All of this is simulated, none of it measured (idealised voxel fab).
This is a process module. Its name is voxel ribs on slabs.
Cross-section cut spans 230 nm and uses square cells 5 nm in size.
Bands, listed from the top down, are how a cross-section gets written in this document; the cross-section itself is a grid of square cells, and a band is one or more rows of them.
In this notation a band is specified by the heights of its top and bottom, in that order and in nm, after which its materials appear from left to right, each paired with its width in nm. The word "all across" attached to a single material means that material fills the band from edge to edge; the word "empty" stands for empty space.
We count height from 0. Below that, the starting wafer is all one material. The lowest band never ends at the bottom but goes on down; see "0 -> down" for how that is written.
It should be noted that a width expressed as "30->40" varies in equal increments from row to row of cells within the band, taking the value of the first number at the top row and that of the second number at the bottom row.
Take "stayed the same" at face value: in the step it is given for, the cross-section changed in none of its cells.
Closed-off voids of 8+ cells (no open route to the top) go in "Completely enclosed voids", written width x height at distance from the left edge, in nm.
Post-settings text on a step line: simulator's own remark regarding the step.
overlay nm: step with mask; distance mask lay right of planned place; negative value = left of planned place.
Structure of the following material. The material consists of pairs of cross-sections. Each pair comprises the cross-section before one process step and the cross-section after that step, the latter shown only down to the lowest band that changed. The step between the cross-sections is specified beneath each pair, including its settings. Pairs are not necessarily consecutive: they may derive from different runs of this module performed on the same starting wafer. Continuity with the pair above is to be assumed only where the entry headed "Preceding state" of the pair in question states it.
Preceding state
	0 -> down | Si all across
	Completely enclosed voids: none
Sectional Result
	20 -> 0 | SiO2 all across
	Lower than 0, everything is as it was.
	Completely enclosed voids: none
Before/after cross-sections above; step in between: DIRECTIONAL_DEP with material SiO2, thk nm 20
Preceding state: = after-state of the pair above.
Sectional Result
	45 -> 20 | polySi all across
	Lower than 20, everything is as it was.
	Completely enclosed voids: none
Before/after cross-sections above; step in between: DIRECTIONAL_DEP with material polySi, thk nm 25
Preceding state: = after-state of the pair above.
Sectional Result
	45 -> 25 | empty: 105 / polySi: 20 / empty: 105
	Lower than 25, everything is as it was.
	Completely enclosed voids: none
Before/after cross-sections above; step in between: MASKED_ETCH with tone cover, mask id RIB, width nm 20, etch materials polySi, depth nm 20, overlay nm 0
Preceding state: = after-state of the pair above.
Sectional Result
	60 -> 45 | empty: 105 / aC: 20 / empty: 105
	45 -> 40 | empty: 105 / polySi: 20 / empty: 105
	40 -> 25 | aC: 105 / polySi: 20 / aC: 105
	Lower than 25, everything is as it was.
	Completely enclosed voids: none
Before/after cross-sections above; step in between: DIRECTIONAL_DEP with material aC, thk nm 15
Preceding state: = after-state of the pair above.
Sectional Result
	95 -> 60 | empty: 80 / resist: 70 / empty: 80
	60 -> 45 | empty: 80 / resist: 25 / aC: 20 / resist: 25 / empty: 80
	45 -> 40 | empty: 80 / resist: 25 / polySi: 20 / resist: 25 / empty: 80
	Lower than 40, everything is as it was.
	Completely enclosed voids: none
Before/after cross-sections above; step in between: PATTERN with tone cover, mask id SLAB, material resist, width nm 70, thk nm 35, overlay nm 0
Preceding state: = after-state of the pair above.
Sectional Result
	80 -> 60 | empty: 80 / resist: 70 / empty: 80
	60 -> 45 | empty: 80 / resist: 25 / aC: 20 / resist: 25 / empty: 80
	45 -> 40 | empty: 80 / resist: 25 / polySi: 20 / resist: 25 / empty: 80
	40 -> 25 | empty: 80 / aC: 25 / polySi: 20 / aC: 25 / empty: 80
	Lower than 25, everything is as it was.
	Completely enclosed voids: none
Before/after cross-sections above; step in between: DIRECTIONAL_ETCH with etch materials aC, depth nm 15
Preceding state: = after-state of the pair above.
Sectional Result
	60 -> 45 | empty: 105 / aC: 20 / empty: 105
	45 -> 40 | empty: 105 / polySi: 20 / empty: 105
	Lower than 40, everything is as it was.
	Completely enclosed voids: none
Before/after cross-sections above; step in between: STRIP with etch materials resist
Preceding state: = after-state of the pair above.
Sectional Result
	60 -> 45 | empty: 105 / aC: 20 / empty: 105
	45 -> 40 | empty: 105 / polySi: 20 / empty: 105
	40 -> 25 | empty: 80 / aC: 25 / polySi: 20 / aC: 25 / empty: 80
	25 -> 20 | empty: 80 / polySi: 70 / empty: 80
	Lower than 20, everything is as it was.
	Completely enclosed voids: none
Before/after cross-sections above; step in between: DIRECTIONAL_ETCH with etch materials polySi, depth nm 5
Preceding state: = after-state of the pair above.
Sectional Result
	45 -> 25 | empty: 105 / polySi: 20 / empty: 105
	Lower than 25, everything is as it was.
	Completely enclosed voids: none
Before/after cross-sections above; step in between: STRIP with etch materials aC
Preceding state: = after-state of the pair above.
Sectional Result
	65 -> 45 | SiO2 all across
	45 -> 25 | SiO2: 105 / polySi: 20 / SiO2: 105
	25 -> 20 | SiO2: 80 / polySi: 70 / SiO2: 80
	Lower than 20, everything is as it was.
	Completely enclosed voids: none
Before/after cross-sections above; step in between: FILL_DEP with material SiO2, thk nm 20
Preceding state: = after-state of the pair above.
Sectional Result
	55 -> 45 | SiO2 all across
	Lower than 45, everything is as it was.
	Completely enclosed voids: none
Before/after cross-sections above; step in between: CMP with height nm 55
Preceding state: = after-state of the pair above.
Sectional Result
	65 -> 55 | W all across
	Lower than 55, everything is as it was.
	Completely enclosed voids: none
Before/after cross-sections above; step in between: DIRECTIONAL_DEP with material W, thk nm 10
Preceding state: = after-state of the pair above.
Sectional Result
	75 -> 65 | aC all across
	Lower than 65, everything is as it was.
	Completely enclosed voids: none
Before/after cross-sections above; step in between: DIRECTIONAL_DEP with material aC, thk nm 10
Preceding state: = after-state of the pair above.
Sectional Result
	105 -> 75 | empty: 100 / resist: 30 / empty: 100
	Lower than 75, everything is as it was.
	Completely enclosed voids: none
Before/after cross-sections above; step in between: PATTERN with tone cover, mask id HEATER, material resist, width nm 30, thk nm 30, overlay nm 0
Preceding state: = after-state of the pair above.
Sectional Result
	95 -> 75 | empty: 100 / resist: 30 / empty: 100
	75 -> 65 | empty: 100 / aC: 30 / empty: 100
	Lower than 65, everything is as it was.
	Completely enclosed voids: none
Before/after cross-sections above; step in between: DIRECTIONAL_ETCH with etch materials aC, depth nm 10
Preceding state: = after-state of the pair above.
Sectional Result
	75 -> 65 | empty: 100 / aC: 30 / empty: 100
	Lower than 65, everything is as it was.
	Completely enclosed voids: none
Before/after cross-sections above; step in between: STRIP with etch materials resist
Preceding state: = after-state of the pair above.
Sectional Result
	75 -> 65 | empty: 100 / aC: 30 / empty: 100
	65 -> 55 | empty: 100 / W: 30 / empty: 100
	Lower than 55, everything is as it was.
	Completely enclosed voids: none
Before/after cross-sections above; step in between: DIRECTIONAL_ETCH with etch materials W, depth nm 10
Preceding state: = after-state of the pair above.
Sectional Result
	65 -> 55 | empty: 100 / W: 30 / empty: 100
	Lower than 55, everything is as it was.
	Completely enclosed voids: none
Before/after cross-sections above; step in between: STRIP with etch materials aC
Preceding state: = after-state of the pair above.
Sectional Result
	70 -> 65 | empty: 95 / SiO2: 40 / empty: 95
	65 -> 60 | empty: 95 / SiO2: 5 / W: 30 / SiO2: 5 / empty: 95
	60 -> 55 | SiO2: 100 / W: 30 / SiO2: 100
	Lower than 55, everything is as it was.
	Completely enclosed voids: none
Before/after cross-sections above; step in between: CONFORMAL_DEP with material SiO2, thk nm 5
Preceding state
	20 -> 0 | SiO2 all across
	0 -> down | Si all across
	Completely enclosed voids: none
Sectional Result
	40 -> 0 | SiO2 all across
	Lower than 0, everything is as it was.
	Completely enclosed voids: none
Before/after cross-sections above; step in between: DIRECTIONAL_DEP with material SiO2, thk nm 20
Preceding state: = after-state of the pair above.
Sectional Result
	65 -> 40 | polySi all across
	Lower than 40, everything is as it was.
	Completely enclosed voids: none
Before/after cross-sections above; step in between: DIRECTIONAL_DEP with material polySi, thk nm 25
Preceding state: = after-state of the pair above.
Sectional Result
	65 -> 45 | empty: 105 / polySi: 20 / empty: 105
	Lower than 45, everything is as it was.
	Completely enclosed voids: none
Before/after cross-sections above; step in between: MASKED_ETCH with tone cover, mask id RIB, width nm 20, etch materials polySi, depth nm 20, overlay nm 0
Preceding state: = after-state of the pair above.
Sectional Result
	80 -> 65 | empty: 105 / aC: 20 / empty: 105
	65 -> 60 | empty: 105 / polySi: 20 / empty: 105
	60 -> 45 | aC: 105 / polySi: 20 / aC: 105
	Lower than 45, everything is as it was.
	Completely enclosed voids: none
Before/after cross-sections above; step in between: DIRECTIONAL_DEP with material aC, thk nm 15
Preceding state: = after-state of the pair above.
Sectional Result
	115 -> 80 | empty: 80 / resist: 70 / empty: 80
	80 -> 65 | empty: 80 / resist: 25 / aC: 20 / resist: 25 / empty: 80
	65 -> 60 | empty: 80 / resist: 25 / polySi: 20 / resist: 25 / empty: 80
	Lower than 60, everything is as it was.
	Completely enclosed voids: none
Before/after cross-sections above; step in between: PATTERN with tone cover, mask id SLAB, material resist, width nm 70, thk nm 35, overlay nm 0
Preceding state: = after-state of the pair above.
Sectional Result
	100 -> 80 | empty: 80 / resist: 70 / empty: 80
	80 -> 65 | empty: 80 / resist: 25 / aC: 20 / resist: 25 / empty: 80
	65 -> 60 | empty: 80 / resist: 25 / polySi: 20 / resist: 25 / empty: 80
	60 -> 45 | empty: 80 / aC: 25 / polySi: 20 / aC: 25 / empty: 80
	Lower than 45, everything is as it was.
	Completely enclosed voids: none
Before/after cross-sections above; step in between: DIRECTIONAL_ETCH with etch materials aC, depth nm 15
Preceding state: = after-state of the pair above.
Sectional Result
	80 -> 65 | empty: 105 / aC: 20 / empty: 105
	65 -> 60 | empty: 105 / polySi: 20 / empty: 105
	Lower than 60, everything is as it was.
	Completely enclosed voids: none
Before/after cross-sections above; step in between: STRIP with etch materials resist
Preceding state: = after-state of the pair above.
Sectional Result
	80 -> 65 | empty: 105 / aC: 20 / empty: 105
	65 -> 60 | empty: 105 / polySi: 20 / empty: 105
	60 -> 45 | empty: 80 / aC: 25 / polySi: 20 / aC: 25 / empty: 80
	45 -> 40 | empty: 80 / polySi: 70 / empty: 80
	Lower than 40, everything is as it was.
	Completely enclosed voids: none
Before/after cross-sections above; step in between: DIRECTIONAL_ETCH with etch materials polySi, depth nm 5
Preceding state: = after-state of the pair above.
Sectional Result
	65 -> 45 | empty: 105 / polySi: 20 / empty: 105
	Lower than 45, everything is as it was.
	Completely enclosed voids: none
Before/after cross-sections above; step in between: STRIP with etch materials aC
Preceding state: = after-state of the pair above.
Sectional Result
	85 -> 65 | SiO2 all across
	65 -> 45 | SiO2: 105 / polySi: 20 / SiO2: 105
	45 -> 40 | SiO2: 80 / polySi: 70 / SiO2: 80
	Lower than 40, everything is as it was.
	Completely enclosed voids: none
Before/after cross-sections above; step in between: FILL_DEP with material SiO2, thk nm 20
Preceding state: = after-state of the pair above.
Sectional Result
	55 -> 45 | SiO2: 105 / polySi: 20 / SiO2: 105
	Lower than 45, everything is as it was.
	Completely enclosed voids: none
Before/after cross-sections above; step in between: CMP with height nm 55
Preceding state: = after-state of the pair above.
Sectional Result
	65 -> 55 | W all across
	Lower than 55, everything is as it was.
	Completely enclosed voids: none
Before/after cross-sections above; step in between: DIRECTIONAL_DEP with material W, thk nm 10
Preceding state: = after-state of the pair above.
Sectional Result
	75 -> 65 | aC all across
	Lower than 65, everything is as it was.
	Completely enclosed voids: none
Before/after cross-sections above; step in between: DIRECTIONAL_DEP with material aC, thk nm 10
Preceding state: = after-state of the pair above.
Sectional Result
	105 -> 75 | empty: 100 / resist: 30 / empty: 100
	Lower than 75, everything is as it was.
	Completely enclosed voids: none
Before/after cross-sections above; step in between: PATTERN with tone cover, mask id HEATER, material resist, width nm 30, thk nm 30, overlay nm 0
Preceding state: = after-state of the pair above.
Sectional Result
	95 -> 75 | empty: 100 / resist: 30 / empty: 100
	75 -> 65 | empty: 100 / aC: 30 / empty: 100
	Lower than 65, everything is as it was.
	Completely enclosed voids: none
Before/after cross-sections above; step in between: DIRECTIONAL_ETCH with etch materials aC, depth nm 10
Preceding state: = after-state of the pair above.
Sectional Result
	75 -> 65 | empty: 100 / aC: 30 / empty: 100
	Lower than 65, everything is as it was.
	Completely enclosed voids: none
Before/after cross-sections above; step in between: STRIP with etch materials resist
Preceding state: = after-state of the pair above.
Sectional Result
	75 -> 65 | empty: 100 / aC: 30 / empty: 100
	65 -> 55 | empty: 100 / W: 30 / empty: 100
	Lower than 55, everything is as it was.
	Completely enclosed voids: none
Before/after cross-sections above; step in between: DIRECTIONAL_ETCH with etch materials W, depth nm 10
Preceding state: = after-state of the pair above.
Sectional Result
	65 -> 55 | empty: 100 / W: 30 / empty: 100
	Lower than 55, everything is as it was.
	Completely enclosed voids: none
Before/after cross-sections above; step in between: STRIP with etch materials aC
Preceding state: = after-state of the pair above.
Sectional Result
	70 -> 65 | empty: 95 / SiO2: 40 / empty: 95
	65 -> 60 | empty: 95 / SiO2: 5 / W: 30 / SiO2: 5 / empty: 95
	60 -> 55 | SiO2: 100 / W: 30 / SiO2: 100
	Lower than 55, everything is as it was.
	Completely enclosed voids: none
Before/after cross-sections above; step in between: CONFORMAL_DEP with material SiO2, thk nm 5
Preceding state
	0 -> down | Si all across
	Completely enclosed voids: none
Sectional Result
	25 -> 0 | polySi all across
	Lower than 0, everything is as it was.
	Completely enclosed voids: none
Before/after cross-sections above; step in between: DIRECTIONAL_DEP with material polySi, thk nm 25
Preceding state: = after-state of the pair above.
Sectional Result
	45 -> 25 | SiO2 all across
	Lower than 25, everything is as it was.
	Completely enclosed voids: none
Before/after cross-sections above; step in between: DIRECTIONAL_DEP with material SiO2, thk nm 20
Preceding state: = after-state of the pair above.
Sectional Result
	60 -> 45 | aC all across
	Lower than 45, everything is as it was.
	Completely enclosed voids: none
Before/after cross-sections above; step in between: DIRECTIONAL_DEP with material aC, thk nm 15
Preceding state: = after-state of the pair above.
Sectional Result
	95 -> 60 | empty: 80 / resist: 70 / empty: 80
	Lower than 60, everything is as it was.
	Completely enclosed voids: none
Before/after cross-sections above; step in between: PATTERN with tone cover, mask id SLAB, material resist, width nm 70, thk nm 35, overlay nm 0
Preceding state: = after-state of the pair above.
Sectional Result
	80 -> 60 | empty: 80 / resist: 70 / empty: 80
	60 -> 45 | empty: 80 / aC: 70 / empty: 80
	Lower than 45, everything is as it was.
	Completely enclosed voids: none
Before/after cross-sections above; step in between: DIRECTIONAL_ETCH with etch materials aC, depth nm 15
Preceding state: = after-state of the pair above.
Sectional Result
	60 -> 45 | empty: 80 / aC: 70 / empty: 80
	Lower than 45, everything is as it was.
	Completely enclosed voids: none
Before/after cross-sections above; step in between: STRIP with etch materials resist
Preceding state: = after-state of the pair above.
Sectional Result
	45 -> 25 | SiO2 all across
	Lower than 25, everything is as it was.
	Completely enclosed voids: none
Before/after cross-sections above; step in between: STRIP with etch materials aC
Preceding state: = after-state of the pair above.
Sectional Result
	65 -> 25 | SiO2 all across
	Lower than 25, everything is as it was.
	Completely enclosed voids: none
Before/after cross-sections above; step in between: FILL_DEP with material SiO2, thk nm 20
Preceding state: = after-state of the pair above.
Sectional Result
	55 -> 25 | SiO2 all across
	Lower than 25, everything is as it was.
	Completely enclosed voids: none
Before/after cross-sections above; step in between: CMP with height nm 55
Preceding state: = after-state of the pair above.
Sectional Result
	65 -> 55 | W all across
	Lower than 55, everything is as it was.
	Completely enclosed voids: none
Before/after cross-sections above; step in between: DIRECTIONAL_DEP with material W, thk nm 10
Preceding state: = after-state of the pair above.
Sectional Result
	75 -> 65 | aC all across
	Lower than 65, everything is as it was.
	Completely enclosed voids: none
Before/after cross-sections above; step in between: DIRECTIONAL_DEP with material aC, thk nm 10
Preceding state: = after-state of the pair above.
Sectional Result
	105 -> 75 | empty: 100 / resist: 30 / empty: 100
	Lower than 75, everything is as it was.
	Completely enclosed voids: none
Before/after cross-sections above; step in between: PATTERN with tone cover, mask id HEATER, material resist, width nm 30, thk nm 30, overlay nm 0
Preceding state: = after-state of the pair above.
Sectional Result
	95 -> 75 | empty: 100 / resist: 30 / empty: 100
	75 -> 65 | empty: 100 / aC: 30 / empty: 100
	Lower than 65, everything is as it was.
	Completely enclosed voids: none
Before/after cross-sections above; step in between: DIRECTIONAL_ETCH with etch materials aC, depth nm 10
Preceding state: = after-state of the pair above.
Sectional Result
	75 -> 65 | empty: 100 / aC: 30 / empty: 100
	Lower than 65, everything is as it was.
	Completely enclosed voids: none
Before/after cross-sections above; step in between: STRIP with etch materials resist
Preceding state: = after-state of the pair above.
Sectional Result
	75 -> 65 | empty: 100 / aC: 30 / empty: 100
	65 -> 55 | empty: 100 / W: 30 / empty: 100
	Lower than 55, everything is as it was.
	Completely enclosed voids: none
Before/after cross-sections above; step in between: DIRECTIONAL_ETCH with etch materials W, depth nm 10
Preceding state: = after-state of the pair above.
Sectional Result
	65 -> 55 | empty: 100 / W: 30 / empty: 100
	Lower than 55, everything is as it was.
	Completely enclosed voids: none
Before/after cross-sections above; step in between: STRIP with etch materials aC
Preceding state: = after-state of the pair above.
Sectional Result
	70 -> 65 | empty: 95 / SiO2: 40 / empty: 95
	65 -> 60 | empty: 95 / SiO2: 5 / W: 30 / SiO2: 5 / empty: 95
	60 -> 55 | SiO2: 100 / W: 30 / SiO2: 100
	Lower than 55, everything is as it was.
	Completely enclosed voids: none
Before/after cross-sections above; step in between: CONFORMAL_DEP with material SiO2, thk nm 5
Preceding state
	65 -> 55 | empty: 100 / W: 30 / empty: 100
	55 -> 45 | SiO2 all across
	45 -> 25 | SiO2: 105 / polySi: 20 / SiO2: 105
	25 -> 20 | SiO2: 80 / polySi: 70 / SiO2: 80
	20 -> 0 | SiO2 all across
	0 -> down | Si all across
	Completely enclosed voids: none
Sectional Result
	80 -> 70 | empty: 85 / SiO2: 60 / empty: 85
	70 -> 65 | SiO2 all across
	65 -> 55 | SiO2: 100 / W: 30 / SiO2: 100
	Lower than 55, everything is as it was.
	Completely enclosed voids: none
Before/after cross-sections above; step in between: CONFORMAL_DEP with material SiO2, thk nm 15
Preceding state
	60 -> 45 | empty: 105 / aC: 20 / empty: 105
	45 -> 40 | empty: 105 / polySi: 20 / empty: 105
	40 -> 25 | aC: 105 / polySi: 20 / aC: 105
	25 -> 20 | polySi all across
	20 -> 0 | SiO2 all across
	0 -> down | Si all across
	Completely enclosed voids: none
Sectional Result
	95 -> 60 | empty: 80 / resist: 75 / empty: 75
	60 -> 45 | empty: 80 / resist: 25 / aC: 20 / resist: 30 / empty: 75
	45 -> 40 | empty: 80 / resist: 25 / polySi: 20 / resist: 30 / empty: 75
	Lower than 40, everything is as it was.
	Completely enclosed voids: none
Before/after cross-sections above; step in between: PATTERN with tone cover, mask id SLAB, material resist, width nm 75, thk nm 35, overlay nm 0
Preceding state: = after-state of the pair above.
Sectional Result
	80 -> 60 | empty: 80 / resist: 75 / empty: 75
	60 -> 45 | empty: 80 / resist: 25 / aC: 20 / resist: 30 / empty: 75
	45 -> 40 | empty: 80 / resist: 25 / polySi: 20 / resist: 30 / empty: 75
	40 -> 25 | empty: 80 / aC: 25 / polySi: 20 / aC: 30 / empty: 75
	Lower than 25, everything is as it was.
	Completely enclosed voids: none
Before/after cross-sections above; step in between: DIRECTIONAL_ETCH with etch materials aC, depth nm 15
Preceding state: = after-state of the pair above.
Sectional Result
	60 -> 45 | empty: 105 / aC: 20 / empty: 105
	45 -> 40 | empty: 105 / polySi: 20 / empty: 105
	Lower than 40, everything is as it was.
	Completely enclosed voids: none
Before/after cross-sections above; step in between: STRIP with etch materials resist
Preceding state: = after-state of the pair above.
Sectional Result
	60 -> 45 | empty: 105 / aC: 20 / empty: 105
	45 -> 40 | empty: 105 / polySi: 20 / empty: 105
	40 -> 25 | empty: 80 / aC: 25 / polySi: 20 / aC: 30 / empty: 75
	25 -> 20 | empty: 80 / polySi: 75 / empty: 75
	Lower than 20, everything is as it was.
	Completely enclosed voids: none
Before/after cross-sections above; step in between: DIRECTIONAL_ETCH with etch materials polySi, depth nm 5
Preceding state: = after-state of the pair above.
Sectional Result
	45 -> 25 | empty: 105 / polySi: 20 / empty: 105
	Lower than 25, everything is as it was.
	Completely enclosed voids: none
Before/after cross-sections above; step in between: STRIP with etch materials aC
Preceding state: = after-state of the pair above.
Sectional Result
	65 -> 45 | SiO2 all across
	45 -> 25 | SiO2: 105 / polySi: 20 / SiO2: 105
	25 -> 20 | SiO2: 80 / polySi: 75 / SiO2: 75
	Lower than 20, everything is as it was.
	Completely enclosed voids: none
Before/after cross-sections above; step in between: FILL_DEP with material SiO2, thk nm 20
Preceding state: = after-state of the pair above.
Sectional Result
	55 -> 45 | SiO2 all across
	Lower than 45, everything is as it was.
	Completely enclosed voids: none
Before/after cross-sections above; step in between: CMP with height nm 55
Preceding state: = after-state of the pair above.
Sectional Result
	65 -> 55 | W all across
	Lower than 55, everything is as it was.
	Completely enclosed voids: none
Before/after cross-sections above; step in between: DIRECTIONAL_DEP with material W, thk nm 10
Preceding state: = after-state of the pair above.
Sectional Result
	75 -> 65 | aC all across
	Lower than 65, everything is as it was.
	Completely enclosed voids: none
Before/after cross-sections above; step in between: DIRECTIONAL_DEP with material aC, thk nm 10
Preceding state: = after-state of the pair above.
Sectional Result
	105 -> 75 | empty: 100 / resist: 30 / empty: 100
	Lower than 75, everything is as it was.
	Completely enclosed voids: none
Before/after cross-sections above; step in between: PATTERN with tone cover, mask id HEATER, material resist, width nm 30, thk nm 30, overlay nm 0
Preceding state: = after-state of the pair above.
Sectional Result
	95 -> 75 | empty: 100 / resist: 30 / empty: 100
	75 -> 65 | empty: 100 / aC: 30 / empty: 100
	Lower than 65, everything is as it was.
	Completely enclosed voids: none
Before/after cross-sections above; step in between: DIRECTIONAL_ETCH with etch materials aC, depth nm 10
Preceding state: = after-state of the pair above.
Sectional Result
	75 -> 65 | empty: 100 / aC: 30 / empty: 100
	Lower than 65, everything is as it was.
	Completely enclosed voids: none
Before/after cross-sections above; step in between: STRIP with etch materials resist
Preceding state: = after-state of the pair above.
Sectional Result
	75 -> 65 | empty: 100 / aC: 30 / empty: 100
	65 -> 55 | empty: 100 / W: 30 / empty: 100
	Lower than 55, everything is as it was.
	Completely enclosed voids: none
Before/after cross-sections above; step in between: DIRECTIONAL_ETCH with etch materials W, depth nm 10
Preceding state: = after-state of the pair above.
Sectional Result
	65 -> 55 | empty: 100 / W: 30 / empty: 100
	Lower than 55, everything is as it was.
	Completely enclosed voids: none
Before/after cross-sections above; step in between: STRIP with etch materials aC
Preceding state: = after-state of the pair above.
Sectional Result
	70 -> 65 | empty: 95 / SiO2: 40 / empty: 95
	65 -> 60 | empty: 95 / SiO2: 5 / W: 30 / SiO2: 5 / empty: 95
	60 -> 55 | SiO2: 100 / W: 30 / SiO2: 100
	Lower than 55, everything is as it was.
	Completely enclosed voids: none
Before/after cross-sections above; step in between: CONFORMAL_DEP with material SiO2, thk nm 5
Preceding state
	75 -> 65 | aC all across
	65 -> 55 | W all across
	55 -> 45 | SiO2 all across
	45 -> 25 | SiO2: 105 / polySi: 20 / SiO2: 105
	25 -> 20 | SiO2: 80 / polySi: 70 / SiO2: 80
	20 -> 0 | SiO2 all across
	0 -> down | Si all across
	Completely enclosed voids: none
Sectional Result
	105 -> 75 | empty: 90 / resist: 30 / empty: 110
	Lower than 75, everything is as it was.
	Completely enclosed voids: none
Before/after cross-sections above; step in between: PATTERN with tone cover, mask id HEATER, material resist, width nm 30, thk nm 30, overlay nm -10
Preceding state: = after-state of the pair above.
Sectional Result
	95 -> 75 | empty: 90 / resist: 30 / empty: 110
	75 -> 65 | empty: 90 / aC: 30 / empty: 110
	Lower than 65, everything is as it was.
	Completely enclosed voids: none
Before/after cross-sections above; step in between: DIRECTIONAL_ETCH with etch materials aC, depth nm 10
Preceding state: = after-state of the pair above.
Sectional Result
	75 -> 65 | empty: 90 / aC: 30 / empty: 110
	Lower than 65, everything is as it was.
	Completely enclosed voids: none
Before/after cross-sections above; step in between: STRIP with etch materials resist
Preceding state: = after-state of the pair above.
Sectional Result
	75 -> 65 | empty: 90 / aC: 30 / empty: 110
	65 -> 55 | empty: 90 / W: 30 / empty: 110
	Lower than 55, everything is as it was.
	Completely enclosed voids: none
Before/after cross-sections above; step in between: DIRECTIONAL_ETCH with etch materials W, depth nm 10
Preceding state: = after-state of the pair above.
Sectional Result
	65 -> 55 | empty: 90 / W: 30 / empty: 110
	Lower than 55, everything is as it was.
	Completely enclosed voids: none
Before/after cross-sections above; step in between: STRIP with etch materials aC
Preceding state: = after-state of the pair above.
Sectional Result
	70 -> 65 | empty: 85 / SiO2: 40 / empty: 105
	65 -> 60 | empty: 85 / SiO2: 5 / W: 30 / SiO2: 5 / empty: 105
	60 -> 55 | SiO2: 90 / W: 30 / SiO2: 110
	Lower than 55, everything is as it was.
	Completely enclosed voids: none
Before/after cross-sections above; step in between: CONFORMAL_DEP with material SiO2, thk nm 5
Preceding state
	65 -> 55 | W all across
	55 -> 45 | SiO2 all across
	45 -> 25 | SiO2: 105 / polySi: 20 / SiO2: 105
	25 -> 20 | SiO2: 80 / polySi: 70 / SiO2: 80
	20 -> 0 | SiO2 all across
	0 -> down | Si all across
	Completely enclosed voids: none
Sectional Result
	75 -> 65 | SiO2 all across
	Lower than 65, everything is as it was.
	Completely enclosed voids: none
Before/after cross-sections above; step in between: DIRECTIONAL_DEP with material SiO2, thk nm 10
Preceding state: = after-state of the pair above.
Sectional Result
	105 -> 75 | empty: 100 / resist: 30 / empty: 100
	Lower than 75, everything is as it was.
	Completely enclosed voids: none
Before/after cross-sections above; step in between: PATTERN with tone cover, mask id HEATER, material resist, width nm 30, thk nm 30, overlay nm 0
Preceding state: = after-state of the pair above.
Sectional Result
	95 -> 75 | empty: 100 / resist: 30 / empty: 100
	Lower than 75, everything is as it was.
	Completely enclosed voids: none
Before/after cross-sections above; step in between: DIRECTIONAL_ETCH with etch materials aC, depth nm 10
Preceding state: = after-state of the pair above.
Sectional Result
	75 -> 65 | SiO2 all across
	Lower than 65, everything is as it was.
	Completely enclosed voids: none
Before/after cross-sections above; step in between: STRIP with etch materials resist
Preceding state: = after-state of the pair above.
Sectional Result
	80 -> 65 | SiO2 all across
	Lower than 65, everything is as it was.
	Completely enclosed voids: none
Before/after cross-sections above; step in between: CONFORMAL_DEP with material SiO2, thk nm 5
Preceding state
	75 -> 65 | aC all across
	65 -> 55 | W all across
	55 -> 45 | SiO2 all across
	45 -> 25 | SiO2: 105 / polySi: 20 / SiO2: 105
	25 -> 20 | SiO2: 80 / polySi: 70 / SiO2: 80
	20 -> 0 | SiO2 all across
	0 -> down | Si all across
	Completely enclosed voids: none
Sectional Result
	105 -> 75 | resist: 100 / empty: 30 / resist: 100
	Lower than 75, everything is as it was.
	Completely enclosed voids: none
Before/after cross-sections above; step in between: PATTERN with tone open, mask id HEATER, material resist, width nm 30, thk nm 30, overlay nm 0
Preceding state: = after-state of the pair above.
Sectional Result
	95 -> 75 | resist: 100 / empty: 30 / resist: 100
	75 -> 65 | aC: 100 / empty: 30 / aC: 100
	Lower than 65, everything is as it was.
	Completely enclosed voids: none
Before/after cross-sections above; step in between: DIRECTIONAL_ETCH with etch materials aC, depth nm 10
Preceding state: = after-state of the pair above.
Sectional Result
	75 -> 65 | aC: 100 / empty: 30 / aC: 100
	Lower than 65, everything is as it was.
	Completely enclosed voids: none
Before/after cross-sections above; step in between: STRIP with etch materials resist
Preceding state: = after-state of the pair above.
Sectional Result
	75 -> 65 | aC: 100 / empty: 30 / aC: 100
	65 -> 55 | W: 100 / empty: 30 / W: 100
	Lower than 55, everything is as it was.
	Completely enclosed voids: none
Before/after cross-sections above; step in between: DIRECTIONAL_ETCH with etch materials W, depth nm 10
Preceding state: = after-state of the pair above.
Sectional Result
	65 -> 55 | W: 100 / empty: 30 / W: 100
	Lower than 55, everything is as it was.
	Completely enclosed voids: none
Before/after cross-sections above; step in between: STRIP with etch materials aC
Preceding state: = after-state of the pair above.
Sectional Result
	70 -> 65 | SiO2: 105 / empty: 20 / SiO2: 105
	65 -> 60 | W: 100 / SiO2: 5 / empty: 20 / SiO2: 5 / W: 100
	60 -> 55 | W: 100 / SiO2: 30 / W: 100
	Lower than 55, everything is as it was.
	Completely enclosed voids: none
Before/after cross-sections above; step in between: CONFORMAL_DEP with material SiO2, thk nm 5
